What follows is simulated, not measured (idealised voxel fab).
Proc. module: voxel self aligned vias
Each square cell in cross-section cut measures 5 nm, and the section as a whole is 170 nm wide.
Just so we're on the same page, the cross-sections are grids of square cells, and they're listed out in bands top to bottom, each band one or more rows deep. Quick guide to a band line: top height, bottom height (nm) up front; then every material left to right with its width in nm. Only one material and it's marked "throughout"? Then it fills the band edge to edge. And "air" just means empty space. Counting heights begins at 0, where everything beneath is, in the wafer as received, one material. The lowest band has no bottom; it goes on downwards, as "0..down" shows. The notation "30->40" denotes a width that varies across the rows of cells in the band, beginning at the first number in the top row, finishing at the second number in the bottom row, and changing by an identical amount from each row to the next. Any step labelled "no alterations made" changed none of the cells in the cross-section. Voids not open to the top, 8 cells minimum: see "Enclosed internal cavities". Written width x height at distance; distance is from the left edge; nm. Text after the settings on a step's line: the simulator's own remark on that step. overlay nm: where the mask lay relative to plan, measured to the right, on steps with a mask; negatives go left.

THE PLANNED PROCESS STEPS ARE ENUMERATED HEREUNDER
- 1: RECEIVE with material Si
- 2: CONFORMAL_DEP with material SiO2, thk nm 10
- 3: CONFORMAL_DEP with material SiCN, thk nm 5
- 4: DIRECTIONAL_DEP with material SiO2, thk nm 30
- 5: DIRECTIONAL_DEP with material aC, thk nm 10
- 6: PATTERN with tone open, mask id LINES, material resist, width nm 20, pitch nm 45, thk nm 25, overlay nm 0
- 7: DIRECTIONAL_ETCH with etch materials aC, depth nm 10
- 8: STRIP with etch materials resist
- 9: DIRECTIONAL_ETCH with etch materials SiO2, depth nm 30
- 10: STRIP with etch materials aC
- 11: CONFORMAL_DEP with material TiN, thk nm 5
- 12: FILL_DEP with material W, thk nm 10
- 13: CMP with height nm 45
- 14: SELECTIVE_ETCH with etch materials W Ru TiN, depth nm 10
- 15: FILL_DEP with material SiN, thk nm 10
- 16: CMP with height nm 45
- 17: DIRECTIONAL_DEP with material SiO2, thk nm 15
- 18: PATTERN with tone open, mask id VIAS, material resist, width nm 30, pitch nm 45, thk nm 15, overlay nm 0
- 19: DIRECTIONAL_ETCH with etch materials SiO2, depth nm 15
- 20: DIRECTIONAL_ETCH with etch materials SiN, depth nm 10
- 21: STRIP with etch materials resist
- 22: CONFORMAL_DEP with material TiN, thk nm 5
- 23: FILL_DEP with material W, thk nm 5
- 24: CMP with height nm 60
- 25: CONFORMAL_DEP with material SiCN, thk nm 5

FIRST WAFER OUT OF TWO, PROCESSED AS PLANNED

CROSS-SECTION: WAFER ON ARRIVAL = AFTER STEP 1
0..down: Si throughout
Enclosed internal cavities: none

THE WAFER IN CROSS-SECTION ONCE STEP 2 IS COMPLETE
10..0: SiO2 throughout
Everything under 0 stays put, no change at all.

THE WAFER IN CROSS-SECTION ONCE STEP 3 IS COMPLETE
15..10: SiCN throughout
Everything under 10 stays put, no change at all.

THE WAFER IN CROSS-SECTION ONCE STEP 4 IS COMPLETE
45..15: SiO2 throughout
Everything under 15 stays put, no change at all.

THE WAFER IN CROSS-SECTION ONCE STEP 5 IS COMPLETE
55..45: aC throughout
Everything under 45 stays put, no change at all.

THE WAFER IN CROSS-SECTION ONCE STEP 6 IS COMPLETE
80..55: 50 resist, then 20 air, then 25 resist, then 20 air, then 55 resist
Everything under 55 stays put, no change at all.

THE WAFER IN CROSS-SECTION ONCE STEP 7 IS COMPLETE
70..55: 50 resist, then 20 air, then 25 resist, then 20 air, then 55 resist
55..45: 50 aC, then 20 air, then 25 aC, then 20 air, then 55 aC
Everything under 45 stays put, no change at all.

THE WAFER IN CROSS-SECTION ONCE STEP 8 IS COMPLETE
55..45: 50 aC, then 20 air, then 25 aC, then 20 air, then 55 aC
Everything under 45 stays put, no change at all.

THE WAFER IN CROSS-SECTION ONCE STEP 9 IS COMPLETE
55..45: 50 aC, then 20 air, then 25 aC, then 20 air, then 55 aC
45..15: 50 SiO2, then 20 air, then 25 SiO2, then 20 air, then 55 SiO2
Everything under 15 stays put, no change at all.

THE WAFER IN CROSS-SECTION ONCE STEP 10 IS COMPLETE
45..15: 50 SiO2, then 20 air, then 25 SiO2, then 20 air, then 55 SiO2
Everything under 15 stays put, no change at all.

THE WAFER IN CROSS-SECTION ONCE STEP 11 IS COMPLETE
50..45: 55 TiN, then 10 air, then 35 TiN, then 10 air, then 60 TiN
45..20: 50 SiO2, then 5 TiN, then 10 air, then 5 TiN, then 25 SiO2, then 5 TiN, then 10 air, then 5 TiN, then 55 SiO2
20..15: 50 SiO2, then 20 TiN, then 25 SiO2, then 20 TiN, then 55 SiO2
Everything under 15 stays put, no change at all.

THE WAFER IN CROSS-SECTION ONCE STEP 12 IS COMPLETE
60..50: W throughout
50..45: 55 TiN, then 10 W, then 35 TiN, then 10 W, then 60 TiN
45..20: 50 SiO2, then 5 TiN, then 10 W, then 5 TiN, then 25 SiO2, then 5 TiN, then 10 W, then 5 TiN, then 55 SiO2
Everything under 20 stays put, no change at all.

THE WAFER IN CROSS-SECTION ONCE STEP 13 IS COMPLETE
45..20: 50 SiO2, then 5 TiN, then 10 W, then 5 TiN, then 25 SiO2, then 5 TiN, then 10 W, then 5 TiN, then 55 SiO2
Everything under 20 stays put, no change at all.

THE WAFER IN CROSS-SECTION ONCE STEP 14 IS COMPLETE
45..35: 50 SiO2, then 20 air, then 25 SiO2, then 20 air, then 55 SiO2
Everything under 35 stays put, no change at all.

THE WAFER IN CROSS-SECTION ONCE STEP 15 IS COMPLETE
55..45: SiN throughout
45..35: 50 SiO2, then 20 SiN, then 25 SiO2, then 20 SiN, then 55 SiO2
Everything under 35 stays put, no change at all.

THE WAFER IN CROSS-SECTION ONCE STEP 16 IS COMPLETE
45..35: 50 SiO2, then 20 SiN, then 25 SiO2, then 20 SiN, then 55 SiO2
Everything under 35 stays put, no change at all.

THE WAFER IN CROSS-SECTION ONCE STEP 17 IS COMPLETE
60..45: SiO2 throughout
Everything under 45 stays put, no change at all.

THE WAFER IN CROSS-SECTION ONCE STEP 18 IS COMPLETE
75..60: 45 resist, then 30 air, then 15 resist, then 30 air, then 50 resist
Everything under 60 stays put, no change at all.

THE WAFER IN CROSS-SECTION ONCE STEP 19 IS COMPLETE
75..60: 45 resist, then 30 air, then 15 resist, then 30 air, then 50 resist
60..45: 45 SiO2, then 30 air, then 15 SiO2, then 30 air, then 50 SiO2
Everything under 45 stays put, no change at all.

THE WAFER IN CROSS-SECTION ONCE STEP 20 IS COMPLETE
75..60: 45 resist, then 30 air, then 15 resist, then 30 air, then 50 resist
60..45: 45 SiO2, then 30 air, then 15 SiO2, then 30 air, then 50 SiO2
45..35: 50 SiO2, then 20 air, then 25 SiO2, then 20 air, then 55 SiO2
Everything under 35 stays put, no change at all.

THE WAFER IN CROSS-SECTION ONCE STEP 21 IS COMPLETE
60..45: 45 SiO2, then 30 air, then 15 SiO2, then 30 air, then 50 SiO2
Everything under 45 stays put, no change at all.

THE WAFER IN CROSS-SECTION ONCE STEP 22 IS COMPLETE
65..60: 50 TiN, then 20 air, then 25 TiN, then 20 air, then 55 TiN
60..50: 45 SiO2, then 5 TiN, then 20 air, then 5 TiN, then 15 SiO2, then 5 TiN, then 20 air, then 5 TiN, then 50 SiO2
50..40: 45->50 SiO2, then 10->5 TiN, then 10 air, then 10->5 TiN, then 15->25 SiO2, then 10->5 TiN, then 10 air, then 10->5 TiN, then 50->55 SiO2
40..35: 50 SiO2, then 20 TiN, then 25 SiO2, then 20 TiN, then 55 SiO2
Everything under 35 stays put, no change at all.

THE WAFER IN CROSS-SECTION ONCE STEP 23 IS COMPLETE
70..65: W throughout
65..60: 50 TiN, then 20 W, then 25 TiN, then 20 W, then 55 TiN
60..50: 45 SiO2, then 5 TiN, then 20 W, then 5 TiN, then 15 SiO2, then 5 TiN, then 20 W, then 5 TiN, then 50 SiO2
50..40: 45->50 SiO2, then 10->5 TiN, then 10 W, then 10->5 TiN, then 15->25 SiO2, then 10->5 TiN, then 10 W, then 10->5 TiN, then 50->55 SiO2
Everything under 40 stays put, no change at all.

THE WAFER IN CROSS-SECTION ONCE STEP 24 IS COMPLETE
60..50: 45 SiO2, then 5 TiN, then 20 W, then 5 TiN, then 15 SiO2, then 5 TiN, then 20 W, then 5 TiN, then 50 SiO2
Everything under 50 stays put, no change at all.

THE WAFER IN CROSS-SECTION ONCE STEP 25 IS COMPLETE
65..60: SiCN throughout
Everything under 60 stays put, no change at all.

SECOND WAFER: SAME START AND SAME PLAN AS THE FIRST, ONE EXECUTION ERROR; IDENTICAL TO THE FIRST THROUGH STEP 14

THE SECOND WAFER IN CROSS-SECTION, AT THE PLANNED CLOSE OF STEP 15
55..45: aC throughout
45..35: 50 SiO2, then 20 aC, then 25 SiO2, then 20 aC, then 55 SiO2
Everything under 35 stays put, no change at all.

THE SECOND WAFER IN CROSS-SECTION, AT THE PLANNED CLOSE OF STEP 16
45..35: 50 SiO2, then 20 aC, then 25 SiO2, then 20 aC, then 55 SiO2
Everything under 35 stays put, no change at all.

THE SECOND WAFER IN CROSS-SECTION, AT THE PLANNED CLOSE OF STEP 17
60..45: SiO2 throughout
Everything under 45 stays put, no change at all.

THE SECOND WAFER IN CROSS-SECTION, AT THE PLANNED CLOSE OF STEP 18
75..60: 45 resist, then 30 air, then 15 resist, then 30 air, then 50 resist
Everything under 60 stays put, no change at all.

THE SECOND WAFER IN CROSS-SECTION, AT THE PLANNED CLOSE OF STEP 19
75..60: 45 resist, then 30 air, then 15 resist, then 30 air, then 50 resist
60..45: 45 SiO2, then 30 air, then 15 SiO2, then 30 air, then 50 SiO2
Everything under 45 stays put, no change at all.

The second wafer in cross-section, at the planned close of step 20: no alterations made

THE SECOND WAFER IN CROSS-SECTION, AT THE PLANNED CLOSE OF STEP 21
60..45: 45 SiO2, then 30 air, then 15 SiO2, then 30 air, then 50 SiO2
Everything under 45 stays put, no change at all.

THE SECOND WAFER IN CROSS-SECTION, AT THE PLANNED CLOSE OF STEP 22
65..60: 50 TiN, then 20 air, then 25 TiN, then 20 air, then 55 TiN
60..50: 45 SiO2, then 5 TiN, then 20 air, then 5 TiN, then 15 SiO2, then 5 TiN, then 20 air, then 5 TiN, then 50 SiO2
50..45: 45 SiO2, then 30 TiN, then 15 SiO2, then 30 TiN, then 50 SiO2
Everything under 45 stays put, no change at all.

THE SECOND WAFER IN CROSS-SECTION, AT THE PLANNED CLOSE OF STEP 23
70..65: W throughout
65..60: 50 TiN, then 20 W, then 25 TiN, then 20 W, then 55 TiN
60..50: 45 SiO2, then 5 TiN, then 20 W, then 5 TiN, then 15 SiO2, then 5 TiN, then 20 W, then 5 TiN, then 50 SiO2
Everything under 50 stays put, no change at all.

THE SECOND WAFER IN CROSS-SECTION, AT THE PLANNED CLOSE OF STEP 24
60..50: 45 SiO2, then 5 TiN, then 20 W, then 5 TiN, then 15 SiO2, then 5 TiN, then 20 W, then 5 TiN, then 50 SiO2
Everything under 50 stays put, no change at all.

THE SECOND WAFER IN CROSS-SECTION, AT THE PLANNED CLOSE OF STEP 25
65..60: SiCN throughout
Everything under 60 stays put, no change at all.
The mistake made against the process plan was this: contrary to plan, step 15 was performed as FILL_DEP with material aC, thk nm 10
Bottom line after processing is that, in cells, the second wafer is up or down on some materials versus the first: 8 fewer of TiN, 8 fewer of W, 16 more of aC
